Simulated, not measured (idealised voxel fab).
A process module follows: voxel wiring stack.
In the cross-section labelled cut, the width is 195 nm and each square cell is 5 nm.
A cross-section in this document is a grid of square cells, and it is written down as bands, the top band listed before the ones below it; a band is made up of one or more rows of cells. Heights first: top, then bottom, in nm. Then materials, left to right, each with a width in nm. "everywhere" on a single material: fills the band edge to edge. "empty": empty space. Note: height 0 marks the level under which the wafer is uniformly one material as received. Lowest band unbounded below, written "0 nm and below". The width entry "30->40" should be interpreted row by row: the top row of cells in the band takes the first number, the bottom row takes the second number, and the change between adjacent rows is uniform throughout. "all unchanged" -> step changed no cross-section cell. In "Unvented voids" the enclosed voids are listed, meaning empty spaces of 8 cells or larger without any opening to the top. The form is width x height at distance, distance from the left edge, units nm. Text after the settings on a step's line: the simulator's own remark on that step. What "overlay nm" on a step's line means: if the step has a mask, that mask lay this far to the right of its planned place, or, when the value is negative, to the left. The remainder of this document consists of a sequence of paired cross-sections. Each pair presents the cross-section prior to one process step together with the cross-section following it, the latter being rendered only as deep as the lowest band that underwent change. The intervening step, together with its settings, is stated beneath each pair. Because the pairs may originate from different runs of this module on the same starting wafer, a given pair is to be read as continuing from the preceding pair only where its entry headed "Pre-step cross-section" so indicates.

[Pre-step cross-section]
60 nm to 50 nm | lowk 15 nm / empty 15 nm / lowk 30 nm / empty 15 nm / lowk 30 nm / empty 15 nm / lowk 30 nm / empty 15 nm / lowk 30 nm
50 nm to 45 nm | lowk everywhere
45 nm to 40 nm | SiCN everywhere
40 nm to 35 nm | SiCN 10 nm / Ru 40 nm / SiCN 5 nm / Ru 40 nm / SiCN 5 nm / Ru 40 nm / SiCN 5 nm / Ru 40 nm / SiCN 10 nm
35 nm to 20 nm | lowk 15 nm / TiN 5 nm / Cu 20 nm / TiN 5 nm / lowk 15 nm / TiN 5 nm / Cu 20 nm / TiN 5 nm / lowk 15 nm / TiN 5 nm / Cu 20 nm / TiN 5 nm / lowk 15 nm / TiN 5 nm / Cu 20 nm / TiN 5 nm / lowk 15 nm
20 nm to 15 nm | SiN 15 nm / TiN 30 nm / SiN 15 nm / TiN 30 nm / SiN 15 nm / TiN 30 nm / SiN 15 nm / TiN 30 nm / SiN 15 nm
15 nm to 0 nm | SiO2 everywhere
0 nm and below | Si everywhere
Unvented voids: none

[Post-Step Section View]
65 nm to 60 nm | TiN 15 nm / empty 15 nm / TiN 30 nm / empty 15 nm / TiN 30 nm / empty 15 nm / TiN 30 nm / empty 15 nm / TiN 30 nm
60 nm to 55 nm | lowk 15 nm / empty 15 nm / lowk 30 nm / empty 15 nm / lowk 30 nm / empty 15 nm / lowk 30 nm / empty 15 nm / lowk 30 nm
55 nm to 50 nm | lowk 15 nm / TiN 15 nm / lowk 30 nm / TiN 15 nm / lowk 30 nm / TiN 15 nm / lowk 30 nm / TiN 15 nm / lowk 30 nm
Note: structure below 50 unchanged.
Unvented voids: none
The structure goes from the before cross-section above to the after cross-section through DIRECTIONAL_DEP (material TiN; thk nm 5)

Pre-step cross-section: = after-state of the pair above.

[Post-Step Section View]
85 nm to 75 nm | Ru 15 nm / empty 15 nm / Ru 30 nm / empty 15 nm / Ru 30 nm / empty 15 nm / Ru 30 nm / empty 15 nm / Ru 30 nm
75 nm to 65 nm | Ru everywhere
65 nm to 60 nm | TiN 15 nm / Ru 15 nm / TiN 30 nm / Ru 15 nm / TiN 30 nm / Ru 15 nm / TiN 30 nm / Ru 15 nm / TiN 30 nm
60 nm to 55 nm | lowk 15 nm / Ru 15 nm / lowk 30 nm / Ru 15 nm / lowk 30 nm / Ru 15 nm / lowk 30 nm / Ru 15 nm / lowk 30 nm
Note: structure below 55 unchanged.
Unvented voids: none
The structure goes from the before cross-section above to the after cross-section through DIRECTIONAL_DEP (material Ru; thk nm 20)

Pre-step cross-section: = after-state of the pair above.

[Post-Step Section View]
85 nm to 75 nm | empty 30 nm / Ru 15 nm / empty 30 nm / Ru 15 nm / empty 30 nm / Ru 15 nm / empty 30 nm / Ru 15 nm / empty 15 nm
75 nm to 65 nm | empty 15 nm / Ru 30 nm / empty 15 nm / Ru 30 nm / empty 15 nm / Ru 30 nm / empty 15 nm / Ru 30 nm / empty 15 nm
Note: structure below 65 unchanged.
Unvented voids: none
The structure goes from the before cross-section above to the after cross-section through MASKED_ETCH (tone cover; mask id METAL_2; width nm 30; pitch nm 45; etch materials Ru; depth nm 20; overlay nm 0)

Pre-step cross-section: = after-state of the pair above.

[Post-Step Section View]
85 nm to 75 nm | empty 30 nm / Ru 15 nm / empty 30 nm / Ru 15 nm / empty 30 nm / Ru 15 nm / empty 30 nm / Ru 15 nm / empty 15 nm
75 nm to 65 nm | empty 15 nm / Ru 30 nm / empty 15 nm / Ru 30 nm / empty 15 nm / Ru 30 nm / empty 15 nm / Ru 30 nm / empty 15 nm
65 nm to 60 nm | empty 15 nm / Ru 15 nm / TiN 15 nm / empty 15 nm / Ru 15 nm / TiN 15 nm / empty 15 nm / Ru 15 nm / TiN 15 nm / empty 15 nm / Ru 15 nm / TiN 15 nm / empty 15 nm
Note: structure below 60 unchanged.
Unvented voids: none
The structure goes from the before cross-section above to the after cross-section through MASKED_ETCH (tone cover; mask id METAL_2; width nm 30; pitch nm 45; etch materials TiN; depth nm 5; overlay nm 0)

Pre-step cross-section: = after-state of the pair above.

[Post-Step Section View]
90 nm to 85 nm | SiO2 everywhere
85 nm to 75 nm | SiO2 30 nm / Ru 15 nm / SiO2 30 nm / Ru 15 nm / SiO2 30 nm / Ru 15 nm / SiO2 30 nm / Ru 15 nm / SiO2 15 nm
75 nm to 65 nm | SiO2 15 nm / Ru 30 nm / SiO2 15 nm / Ru 30 nm / SiO2 15 nm / Ru 30 nm / SiO2 15 nm / Ru 30 nm / SiO2 15 nm
65 nm to 60 nm | SiO2 15 nm / Ru 15 nm / TiN 15 nm / SiO2 15 nm / Ru 15 nm / TiN 15 nm / SiO2 15 nm / Ru 15 nm / TiN 15 nm / SiO2 15 nm / Ru 15 nm / TiN 15 nm / SiO2 15 nm
Note: structure below 60 unchanged.
Unvented voids: none
The structure goes from the before cross-section above to the after cross-section through FILL_DEP (material SiO2; thk nm 5)

Pre-step cross-section: = after-state of the pair above.

[Post-Step Section View]
85 nm to 75 nm | SiO2 30 nm / Ru 15 nm / SiO2 30 nm / Ru 15 nm / SiO2 30 nm / Ru 15 nm / SiO2 30 nm / Ru 15 nm / SiO2 15 nm
Note: structure below 75 unchanged.
Unvented voids: none
The structure goes from the before cross-section above to the after cross-section through CMP (height nm 85)

Pre-step cross-section: = after-state of the pair above.

[Post-Step Section View]
90 nm to 85 nm | SiCN everywhere
Note: structure below 85 unchanged.
Unvented voids: none
The structure goes from the before cross-section above to the after cross-section through CONFORMAL_DEP (material SiCN; thk nm 5)

Pre-step cross-section: = after-state of the pair above.

[Post-Step Section View]
120 nm to 90 nm | SiO2 everywhere
Note: structure below 90 unchanged.
Unvented voids: none
The structure goes from the before cross-section above to the after cross-section through DIRECTIONAL_DEP (material SiO2; thk nm 30)

Pre-step cross-section: = after-state of the pair above.

[Post-Step Section View]
135 nm to 120 nm | resist 15 nm / empty 30 nm / resist 15 nm / empty 30 nm / resist 15 nm / empty 30 nm / resist 15 nm / empty 30 nm / resist 15 nm
Note: structure below 120 unchanged.
Unvented voids: none
The structure goes from the before cross-section above to the after cross-section through PATTERN (tone open; mask id METAL_3; material resist; width nm 30; pitch nm 45; thk nm 15; overlay nm 0)

Pre-step cross-section: = after-state of the pair above.

[Post-Step Section View]
135 nm to 120 nm | resist 15 nm / empty 30 nm / resist 15 nm / empty 30 nm / resist 15 nm / empty 30 nm / resist 15 nm / empty 30 nm / resist 15 nm
120 nm to 100 nm | SiO2 15 nm / empty 30 nm / SiO2 15 nm / empty 30 nm / SiO2 15 nm / empty 30 nm / SiO2 15 nm / empty 30 nm / SiO2 15 nm
Note: structure below 100 unchanged.
Unvented voids: none
The structure goes from the before cross-section above to the after cross-section through DIRECTIONAL_ETCH (etch materials SiO2; depth nm 20)

Pre-step cross-section: = after-state of the pair above.

[Post-Step Section View]
120 nm to 100 nm | SiO2 15 nm / empty 30 nm / SiO2 15 nm / empty 30 nm / SiO2 15 nm / empty 30 nm / SiO2 15 nm / empty 30 nm / SiO2 15 nm
Note: structure below 100 unchanged.
Unvented voids: none
The structure goes from the before cross-section above to the after cross-section through STRIP (etch materials resist)

Pre-step cross-section: = after-state of the pair above.

[Post-Step Section View]
135 nm to 120 nm | resist 15 nm / empty 15 nm / resist 75 nm / empty 15 nm / resist 75 nm
120 nm to 100 nm | SiO2 15 nm / empty 15 nm / resist 15 nm / SiO2 15 nm / resist 30 nm / SiO2 15 nm / empty 15 nm / resist 15 nm / SiO2 15 nm / resist 30 nm / SiO2 15 nm
Note: structure below 100 unchanged.
Unvented voids: none
The structure goes from the before cross-section above to the after cross-section through PATTERN (tone open; mask id METAL_3_HOLES; material resist; width nm 15; pitch nm 90; thk nm 15; overlay nm 0)

Pre-step cross-section: = after-state of the pair above.

[Post-Step Section View]
135 nm to 120 nm | resist 15 nm / empty 15 nm / resist 75 nm / empty 15 nm / resist 75 nm
120 nm to 100 nm | SiO2 15 nm / empty 15 nm / resist 15 nm / SiO2 15 nm / resist 30 nm / SiO2 15 nm / empty 15 nm / resist 15 nm / SiO2 15 nm / resist 30 nm / SiO2 15 nm
100 nm to 90 nm | SiO2 15 nm / empty 15 nm / SiO2 75 nm / empty 15 nm / SiO2 75 nm
Note: structure below 90 unchanged.
Unvented voids: none
The structure goes from the before cross-section above to the after cross-section through DIRECTIONAL_ETCH (etch materials SiO2; depth nm 10)

Pre-step cross-section: = after-state of the pair above.

[Post-Step Section View]
135 nm to 120 nm | resist 15 nm / empty 15 nm / resist 75 nm / empty 15 nm / resist 75 nm
120 nm to 100 nm | SiO2 15 nm / empty 15 nm / resist 15 nm / SiO2 15 nm / resist 30 nm / SiO2 15 nm / empty 15 nm / resist 15 nm / SiO2 15 nm / resist 30 nm / SiO2 15 nm
100 nm to 90 nm | SiO2 15 nm / empty 15 nm / SiO2 75 nm / empty 15 nm / SiO2 75 nm
90 nm to 85 nm | SiCN 15 nm / empty 15 nm / SiCN 75 nm / empty 15 nm / SiCN 75 nm
Note: structure below 85 unchanged.
Unvented voids: none
The structure goes from the before cross-section above to the after cross-section through DIRECTIONAL_ETCH (etch materials SiCN; depth nm 5)

Pre-step cross-section: = after-state of the pair above.

[Post-Step Section View]
120 nm to 100 nm | SiO2 15 nm / empty 30 nm / SiO2 15 nm / empty 30 nm / SiO2 15 nm / empty 30 nm / SiO2 15 nm / empty 30 nm / SiO2 15 nm
Note: structure below 100 unchanged.
Unvented voids: none
The structure goes from the before cross-section above to the after cross-section through STRIP (etch materials resist)

Pre-step cross-section: = after-state of the pair above.

[Post-Step Section View]
125 nm to 120 nm | TiN 20 nm / empty 20 nm / TiN 25 nm / empty 20 nm / TiN 25 nm / empty 20 nm / TiN 25 nm / empty 20 nm / TiN 20 nm
120 nm to 105 nm | SiO2 15 nm / TiN 5 nm / empty 20 nm / TiN 5 nm / SiO2 15 nm / TiN 5 nm / empty 20 nm / TiN 5 nm / SiO2 15 nm / TiN 5 nm / empty 20 nm / TiN 5 nm / SiO2 15 nm / TiN 5 nm / empty 20 nm / TiN 5 nm / SiO2 15 nm
105 nm to 100 nm | SiO2 15 nm / TiN 5 nm / empty 5 nm / TiN 20 nm / SiO2 15 nm / TiN 30 nm / SiO2 15 nm / TiN 5 nm / empty 5 nm / TiN 20 nm / SiO2 15 nm / TiN 30 nm / SiO2 15 nm
100 nm to 90 nm | SiO2 15 nm / TiN 5 nm / empty 5 nm / TiN 5 nm / SiO2 75 nm / TiN 5 nm / empty 5 nm / TiN 5 nm / SiO2 75 nm
90 nm to 85 nm | SiCN 15 nm / TiN 15 nm / SiCN 75 nm / TiN 15 nm / SiCN 75 nm
Note: structure below 85 unchanged.
Unvented voids: none
The structure goes from the before cross-section above to the after cross-section through CONFORMAL_DEP (material TiN; thk nm 5)

Pre-step cross-section: = after-state of the pair above.

[Post-Step Section View]
135 nm to 125 nm | Cu everywhere
125 nm to 120 nm | TiN 20 nm / Cu 20 nm / TiN 25 nm / Cu 20 nm / TiN 25 nm / Cu 20 nm / TiN 25 nm / Cu 20 nm / TiN 20 nm
120 nm to 105 nm | SiO2 15 nm / TiN 5 nm / Cu 20 nm / TiN 5 nm / SiO2 15 nm / TiN 5 nm / Cu 20 nm / TiN 5 nm / SiO2 15 nm / TiN 5 nm / Cu 20 nm / TiN 5 nm / SiO2 15 nm / TiN 5 nm / Cu 20 nm / TiN 5 nm / SiO2 15 nm
105 nm to 100 nm | SiO2 15 nm / TiN 5 nm / Cu 5 nm / TiN 20 nm / SiO2 15 nm / TiN 30 nm / SiO2 15 nm / TiN 5 nm / Cu 5 nm / TiN 20 nm / SiO2 15 nm / TiN 30 nm / SiO2 15 nm
100 nm to 90 nm | SiO2 15 nm / TiN 5 nm / Cu 5 nm / TiN 5 nm / SiO2 75 nm / TiN 5 nm / Cu 5 nm / TiN 5 nm / SiO2 75 nm
Note: structure below 90 unchanged.
Unvented voids: none
The structure goes from the before cross-section above to the after cross-section through FILL_DEP (material Cu; thk nm 10)

Pre-step cross-section: = after-state of the pair above.

[Post-Step Section View]
120 nm to 105 nm | SiO2 15 nm / TiN 5 nm / Cu 20 nm / TiN 5 nm / SiO2 15 nm / TiN 5 nm / Cu 20 nm / TiN 5 nm / SiO2 15 nm / TiN 5 nm / Cu 20 nm / TiN 5 nm / SiO2 15 nm / TiN 5 nm / Cu 20 nm / TiN 5 nm / SiO2 15 nm
Note: structure below 105 unchanged.
Unvented voids: none
The structure goes from the before cross-section above to the after cross-section through CMP (height nm 120)

Pre-step cross-section: = after-state of the pair above.

[Post-Step Section View]
125 nm to 120 nm | SiCN everywhere
Note: structure below 120 unchanged.
Unvented voids: none
The structure goes from the before cross-section above to the after cross-section through CONFORMAL_DEP (material SiCN; thk nm 5)

[Pre-step cross-section]
120 nm to 100 nm | SiO2 15 nm / empty 30 nm / SiO2 15 nm / empty 30 nm / SiO2 15 nm / empty 30 nm / SiO2 15 nm / empty 30 nm / SiO2 15 nm
100 nm to 90 nm | SiO2 everywhere
90 nm to 85 nm | SiCN everywhere
85 nm to 65 nm | SiO2 15 nm / Ru 30 nm / SiO2 15 nm / Ru 30 nm / SiO2 15 nm / Ru 30 nm / SiO2 15 nm / Ru 30 nm / SiO2 15 nm
65 nm to 60 nm | SiO2 15 nm / TiN 30 nm / SiO2 15 nm / TiN 30 nm / SiO2 15 nm / TiN 30 nm / SiO2 15 nm / TiN 30 nm / SiO2 15 nm
60 nm to 45 nm | lowk 15 nm / Ru 15 nm / lowk 30 nm / Ru 15 nm / lowk 30 nm / Ru 15 nm / lowk 30 nm / Ru 15 nm / lowk 30 nm
45 nm to 35 nm | SiCN 15->10 nm / Ru 15->40 nm / SiCN 30->5 nm / Ru 15->40 nm / SiCN 30->5 nm / Ru 15->40 nm / SiCN 30->5 nm / Ru 15->40 nm / SiCN 30->10 nm
35 nm to 20 nm | lowk 15 nm / TiN 5 nm / Cu 20 nm / TiN 5 nm / lowk 15 nm / TiN 5 nm / Cu 20 nm / TiN 5 nm / lowk 15 nm / TiN 5 nm / Cu 20 nm / TiN 5 nm / lowk 15 nm / TiN 5 nm / Cu 20 nm / TiN 5 nm / lowk 15 nm
20 nm to 15 nm | SiN 15 nm / TiN 30 nm / SiN 15 nm / TiN 30 nm / SiN 15 nm / TiN 30 nm / SiN 15 nm / TiN 30 nm / SiN 15 nm
15 nm to 0 nm | SiO2 everywhere
0 nm and below | Si everywhere
Unvented voids: none

[Post-Step Section View]
135 nm to 120 nm | resist 15 nm / empty 20 nm / resist 70 nm / empty 20 nm / resist 70 nm
120 nm to 100 nm | SiO2 15 nm / empty 20 nm / resist 10 nm / SiO2 15 nm / resist 30 nm / SiO2 15 nm / empty 20 nm / resist 10 nm / SiO2 15 nm / resist 30 nm / SiO2 15 nm
Note: structure below 100 unchanged.
Unvented voids: none
The structure goes from the before cross-section above to the after cross-section through PATTERN (tone open; mask id METAL_3_HOLES; material resist; width nm 20; pitch nm 90; thk nm 15; overlay nm 0)

Pre-step cross-section: = after-state of the pair above.

[Post-Step Section View]
135 nm to 120 nm | resist 15 nm / empty 20 nm / resist 70 nm / empty 20 nm / resist 70 nm
120 nm to 100 nm | SiO2 15 nm / empty 20 nm / resist 10 nm / SiO2 15 nm / resist 30 nm / SiO2 15 nm / empty 20 nm / resist 10 nm / SiO2 15 nm / resist 30 nm / SiO2 15 nm
100 nm to 90 nm | SiO2 15 nm / empty 20 nm / SiO2 70 nm / empty 20 nm / SiO2 70 nm
Note: structure below 90 unchanged.
Unvented voids: none
The structure goes from the before cross-section above to the after cross-section through DIRECTIONAL_ETCH (etch materials SiO2; depth nm 10)

Pre-step cross-section: = after-state of the pair above.

[Post-Step Section View]
135 nm to 120 nm | resist 15 nm / empty 20 nm / resist 70 nm / empty 20 nm / resist 70 nm
120 nm to 100 nm | SiO2 15 nm / empty 20 nm / resist 10 nm / SiO2 15 nm / resist 30 nm / SiO2 15 nm / empty 20 nm / resist 10 nm / SiO2 15 nm / resist 30 nm / SiO2 15 nm
100 nm to 90 nm | SiO2 15 nm / empty 20 nm / SiO2 70 nm / empty 20 nm / SiO2 70 nm
90 nm to 85 nm | SiCN 15 nm / empty 20 nm / SiCN 70 nm / empty 20 nm / SiCN 70 nm
Note: structure below 85 unchanged.
Unvented voids: none
The structure goes from the before cross-section above to the after cross-section through DIRECTIONAL_ETCH (etch materials SiCN; depth nm 5)

Pre-step cross-section: = after-state of the pair above.

[Post-Step Section View]
120 nm to 100 nm | SiO2 15 nm / empty 30 nm / SiO2 15 nm / empty 30 nm / SiO2 15 nm / empty 30 nm / SiO2 15 nm / empty 30 nm / SiO2 15 nm
Note: structure below 100 unchanged.
Unvented voids: none
The structure goes from the before cross-section above to the after cross-section through STRIP (etch materials resist)

Pre-step cross-section: = after-state of the pair above.

[Post-Step Section View]
125 nm to 120 nm | TiN 20 nm / empty 20 nm / TiN 25 nm / empty 20 nm / TiN 25 nm / empty 20 nm / TiN 25 nm / empty 20 nm / TiN 20 nm
120 nm to 105 nm | SiO2 15 nm / TiN 5 nm / empty 20 nm / TiN 5 nm / SiO2 15 nm / TiN 5 nm / empty 20 nm / TiN 5 nm / SiO2 15 nm / TiN 5 nm / empty 20 nm / TiN 5 nm / SiO2 15 nm / TiN 5 nm / empty 20 nm / TiN 5 nm / SiO2 15 nm
105 nm to 100 nm | SiO2 15 nm / TiN 5 nm / empty 10 nm / TiN 15 nm / SiO2 15 nm / TiN 30 nm / SiO2 15 nm / TiN 5 nm / empty 10 nm / TiN 15 nm / SiO2 15 nm / TiN 30 nm / SiO2 15 nm
100 nm to 90 nm | SiO2 15 nm / TiN 5 nm / empty 10 nm / TiN 5 nm / SiO2 70 nm / TiN 5 nm / empty 10 nm / TiN 5 nm / SiO2 70 nm
90 nm to 85 nm | SiCN 15 nm / TiN 20 nm / SiCN 70 nm / TiN 20 nm / SiCN 70 nm
Note: structure below 85 unchanged.
Unvented voids: none
The structure goes from the before cross-section above to the after cross-section through CONFORMAL_DEP (material TiN; thk nm 5)

Pre-step cross-section: = after-state of the pair above.

[Post-Step Section View]
135 nm to 125 nm | Cu everywhere
125 nm to 120 nm | TiN 20 nm / Cu 20 nm / TiN 25 nm / Cu 20 nm / TiN 25 nm / Cu 20 nm / TiN 25 nm / Cu 20 nm / TiN 20 nm
120 nm to 105 nm | SiO2 15 nm / TiN 5 nm / Cu 20 nm / TiN 5 nm / SiO2 15 nm / TiN 5 nm / Cu 20 nm / TiN 5 nm / SiO2 15 nm / TiN 5 nm / Cu 20 nm / TiN 5 nm / SiO2 15 nm / TiN 5 nm / Cu 20 nm / TiN 5 nm / SiO2 15 nm
105 nm to 100 nm | SiO2 15 nm / TiN 5 nm / Cu 10 nm / TiN 15 nm / SiO2 15 nm / TiN 30 nm / SiO2 15 nm / TiN 5 nm / Cu 10 nm / TiN 15 nm / SiO2 15 nm / TiN 30 nm / SiO2 15 nm
100 nm to 90 nm | SiO2 15 nm / TiN 5 nm / Cu 10 nm / TiN 5 nm / SiO2 70 nm / TiN 5 nm / Cu 10 nm / TiN 5 nm / SiO2 70 nm
Note: structure below 90 unchanged.
Unvented voids: none
The structure goes from the before cross-section above to the after cross-section through FILL_DEP (material Cu; thk nm 10)

Pre-step cross-section: = after-state of the pair above.

[Post-Step Section View]
120 nm to 105 nm | SiO2 15 nm / TiN 5 nm / Cu 20 nm / TiN 5 nm / SiO2 15 nm / TiN 5 nm / Cu 20 nm / TiN 5 nm / SiO2 15 nm / TiN 5 nm / Cu 20 nm / TiN 5 nm / SiO2 15 nm / TiN 5 nm / Cu 20 nm / TiN 5 nm / SiO2 15 nm
Note: structure below 105 unchanged.
Unvented voids: none
The structure goes from the before cross-section above to the after cross-section through CMP (height nm 120)

Pre-step cross-section: = after-state of the pair above.

[Post-Step Section View]
125 nm to 120 nm | SiCN everywhere
Note: structure below 120 unchanged.
Unvented voids: none
The structure goes from the before cross-section above to the after cross-section through CONFORMAL_DEP (material SiCN; thk nm 5)

[Pre-step cross-section]
60 nm to 45 nm | lowk everywhere
45 nm to 40 nm | SiCN everywhere
40 nm to 35 nm | SiCN 10 nm / Ru 40 nm / SiCN 5 nm / Ru 40 nm / SiCN 5 nm / Ru 40 nm / SiCN 5 nm / Ru 40 nm / SiCN 10 nm
35 nm to 20 nm | lowk 15 nm / TiN 5 nm / Cu 20 nm / TiN 5 nm / lowk 15 nm / TiN 5 nm / Cu 20 nm / TiN 5 nm / lowk 15 nm / TiN 5 nm / Cu 20 nm / TiN 5 nm / lowk 15 nm / TiN 5 nm / Cu 20 nm / TiN 5 nm / lowk 15 nm
20 nm to 15 nm | SiN 15 nm / TiN 30 nm / SiN 15 nm / TiN 30 nm / SiN 15 nm / TiN 30 nm / SiN 15 nm / TiN 30 nm / SiN 15 nm
15 nm to 0 nm | SiO2 everywhere
0 nm and below | Si everywhere
Unvented voids: none

[Post-Step Section View]
75 nm to 60 nm | resist 20 nm / empty 15 nm / resist 30 nm / empty 15 nm / resist 30 nm / empty 15 nm / resist 30 nm / empty 15 nm / resist 25 nm
Note: structure below 60 unchanged.
Unvented voids: none
The structure goes from the before cross-section above to the after cross-section through PATTERN (tone open; mask id PLUG_1; material resist; width nm 15; pitch nm 45; thk nm 15; overlay nm 5)

Pre-step cross-section: = after-state of the pair above.

[Post-Step Section View]
75 nm to 60 nm | resist 20 nm / empty 15 nm / resist 30 nm / empty 15 nm / resist 30 nm / empty 15 nm / resist 30 nm / empty 15 nm / resist 25 nm
60 nm to 45 nm | lowk 20 nm / empty 15 nm / lowk 30 nm / empty 15 nm / lowk 30 nm / empty 15 nm / lowk 30 nm / empty 15 nm / lowk 25 nm
Note: structure below 45 unchanged.
Unvented voids: none
The structure goes from the before cross-section above to the after cross-section through DIRECTIONAL_ETCH (etch materials lowk; depth nm 15)

Pre-step cross-section: = after-state of the pair above.

[Post-Step Section View]
75 nm to 60 nm | resist 20 nm / empty 15 nm / resist 30 nm / empty 15 nm / resist 30 nm / empty 15 nm / resist 30 nm / empty 15 nm / resist 25 nm
60 nm to 45 nm | lowk 20 nm / empty 15 nm / lowk 30 nm / empty 15 nm / lowk 30 nm / empty 15 nm / lowk 30 nm / empty 15 nm / lowk 25 nm
45 nm to 40 nm | SiCN 20 nm / empty 15 nm / SiCN 30 nm / empty 15 nm / SiCN 30 nm / empty 15 nm / SiCN 30 nm / empty 15 nm / SiCN 25 nm
Note: structure below 40 unchanged.
Unvented voids: none
The structure goes from the before cross-section above to the after cross-section through DIRECTIONAL_ETCH (etch materials SiCN; depth nm 5)

Pre-step cross-section: = after-state of the pair above.

[Post-Step Section View]
60 nm to 45 nm | lowk 20 nm / empty 15 nm / lowk 30 nm / empty 15 nm / lowk 30 nm / empty 15 nm / lowk 30 nm / empty 15 nm / lowk 25 nm
Note: structure below 45 unchanged.
Unvented voids: none
The structure goes from the before cross-section above to the after cross-section through STRIP (etch materials resist)

Pre-step cross-section: = after-state of the pair above.

[Post-Step Section View]
60 nm to 50 nm | lowk 20 nm / empty 15 nm / lowk 30 nm / empty 15 nm / lowk 30 nm / empty 15 nm / lowk 30 nm / empty 15 nm / lowk 25 nm
50 nm to 45 nm | lowk 20 nm / Ru 15 nm / lowk 30 nm / Ru 15 nm / lowk 30 nm / Ru 15 nm / lowk 30 nm / Ru 15 nm / lowk 25 nm
45 nm to 35 nm | SiCN 20->10 nm / Ru 15->40 nm / SiCN 30->5 nm / Ru 15->40 nm / SiCN 30->5 nm / Ru 15->40 nm / SiCN 30->5 nm / Ru 15->40 nm / SiCN 25->10 nm
Note: structure below 35 unchanged.
Unvented voids: none
The structure goes from the before cross-section above to the after cross-section through EPI (material Ru; thk nm 10)

Pre-step cross-section: = after-state of the pair above.

[Post-Step Section View]
60 nm to 45 nm | lowk 20 nm / Ru 15 nm / lowk 30 nm / Ru 15 nm / lowk 30 nm / Ru 15 nm / lowk 30 nm / Ru 15 nm / lowk 25 nm
Note: structure below 45 unchanged.
Unvented voids: none
The structure goes from the before cross-section above to the after cross-section through EPI (material Ru; thk nm 10)

Pre-step cross-section: = after-state of the pair above.

[Post-Step Section View]
65 nm to 60 nm | TiN everywhere
Note: structure below 60 unchanged.
Unvented voids: none
The structure goes from the before cross-section above to the after cross-section through DIRECTIONAL_DEP (material TiN; thk nm 5)

Pre-step cross-section: = after-state of the pair above.

[Post-Step Section View]
85 nm to 65 nm | Ru everywhere
Note: structure below 65 unchanged.
Unvented voids: none
The structure goes from the before cross-section above to the after cross-section through DIRECTIONAL_DEP (material Ru; thk nm 20)

Pre-step cross-section: = after-state of the pair above.

[Post-Step Section View]
85 nm to 65 nm | empty 15 nm / Ru 30 nm / empty 15 nm / Ru 30 nm / empty 15 nm / Ru 30 nm / empty 15 nm / Ru 30 nm / empty 15 nm
Note: structure below 65 unchanged.
Unvented voids: none
The structure goes from the before cross-section above to the after cross-section through MASKED_ETCH (tone cover; mask id METAL_2; width nm 30; pitch nm 45; etch materials Ru; depth nm 20; overlay nm 0)

Pre-step cross-section: = after-state of the pair above.

[Post-Step Section View]
85 nm to 65 nm | empty 15 nm / Ru 30 nm / empty 15 nm / Ru 30 nm / empty 15 nm / Ru 30 nm / empty 15 nm / Ru 30 nm / empty 15 nm
65 nm to 60 nm | empty 15 nm / TiN 30 nm / empty 15 nm / TiN 30 nm / empty 15 nm / TiN 30 nm / empty 15 nm / TiN 30 nm / empty 15 nm
Note: structure below 60 unchanged.
Unvented voids: none
The structure goes from the before cross-section above to the after cross-section through MASKED_ETCH (tone cover; mask id METAL_2; width nm 30; pitch nm 45; etch materials TiN; depth nm 5; overlay nm 0)

Pre-step cross-section: = after-state of the pair above.

[Post-Step Section View]
90 nm to 85 nm | SiO2 everywhere
85 nm to 65 nm | SiO2 15 nm / Ru 30 nm / SiO2 15 nm / Ru 30 nm / SiO2 15 nm / Ru 30 nm / SiO2 15 nm / Ru 30 nm / SiO2 15 nm
65 nm to 60 nm | SiO2 15 nm / TiN 30 nm / SiO2 15 nm / TiN 30 nm / SiO2 15 nm / TiN 30 nm / SiO2 15 nm / TiN 30 nm / SiO2 15 nm
Note: structure below 60 unchanged.
Unvented voids: none
The structure goes from the before cross-section above to the after cross-section through FILL_DEP (material SiO2; thk nm 5)

Pre-step cross-section: = after-state of the pair above.

[Post-Step Section View]
85 nm to 65 nm | SiO2 15 nm / Ru 30 nm / SiO2 15 nm / Ru 30 nm / SiO2 15 nm / Ru 30 nm / SiO2 15 nm / Ru 30 nm / SiO2 15 nm
Note: structure below 65 unchanged.
Unvented voids: none
The structure goes from the before cross-section above to the after cross-section through CMP (height nm 85)

Pre-step cross-section: = after-state of the pair above.

[Post-Step Section View]
90 nm to 85 nm | SiCN everywhere
Note: structure below 85 unchanged.
Unvented voids: none
The structure goes from the before cross-section above to the after cross-section through CONFORMAL_DEP (material SiCN; thk nm 5)

Pre-step cross-section: = after-state of the pair above.

[Post-Step Section View]
120 nm to 90 nm | SiO2 everywhere
Note: structure below 90 unchanged.
Unvented voids: none
The structure goes from the before cross-section above to the after cross-section through DIRECTIONAL_DEP (material SiO2; thk nm 30)

Pre-step cross-section: = after-state of the pair above.

[Post-Step Section View]
135 nm to 120 nm | resist 15 nm / empty 30 nm / resist 15 nm / empty 30 nm / resist 15 nm / empty 30 nm / resist 15 nm / empty 30 nm / resist 15 nm
Note: structure below 120 unchanged.
Unvented voids: none
The structure goes from the before cross-section above to the after cross-section through PATTERN (tone open; mask id METAL_3; material resist; width nm 30; pitch nm 45; thk nm 15; overlay nm 0)

Pre-step cross-section: = after-state of the pair above.

[Post-Step Section View]
135 nm to 120 nm | resist 15 nm / empty 30 nm / resist 15 nm / empty 30 nm / resist 15 nm / empty 30 nm / resist 15 nm / empty 30 nm / resist 15 nm
120 nm to 100 nm | SiO2 15 nm / empty 30 nm / SiO2 15 nm / empty 30 nm / SiO2 15 nm / empty 30 nm / SiO2 15 nm / empty 30 nm / SiO2 15 nm
Note: structure below 100 unchanged.
Unvented voids: none
The structure goes from the before cross-section above to the after cross-section through DIRECTIONAL_ETCH (etch materials SiO2; depth nm 20)

Pre-step cross-section: = after-state of the pair above.

[Post-Step Section View]
120 nm to 100 nm | SiO2 15 nm / empty 30 nm / SiO2 15 nm / empty 30 nm / SiO2 15 nm / empty 30 nm / SiO2 15 nm / empty 30 nm / SiO2 15 nm
Note: structure below 100 unchanged.
Unvented voids: none
The structure goes from the before cross-section above to the after cross-section through STRIP (etch materials resist)

Pre-step cross-section: = after-state of the pair above.

[Post-Step Section View]
135 nm to 120 nm | resist 15 nm / empty 15 nm / resist 75 nm / empty 15 nm / resist 75 nm
120 nm to 100 nm | SiO2 15 nm / empty 15 nm / resist 15 nm / SiO2 15 nm / resist 30 nm / SiO2 15 nm / empty 15 nm / resist 15 nm / SiO2 15 nm / resist 30 nm / SiO2 15 nm
Note: structure below 100 unchanged.
Unvented voids: none
The structure goes from the before cross-section above to the after cross-section through PATTERN (tone open; mask id METAL_3_HOLES; material resist; width nm 15; pitch nm 90; thk nm 15; overlay nm 0)
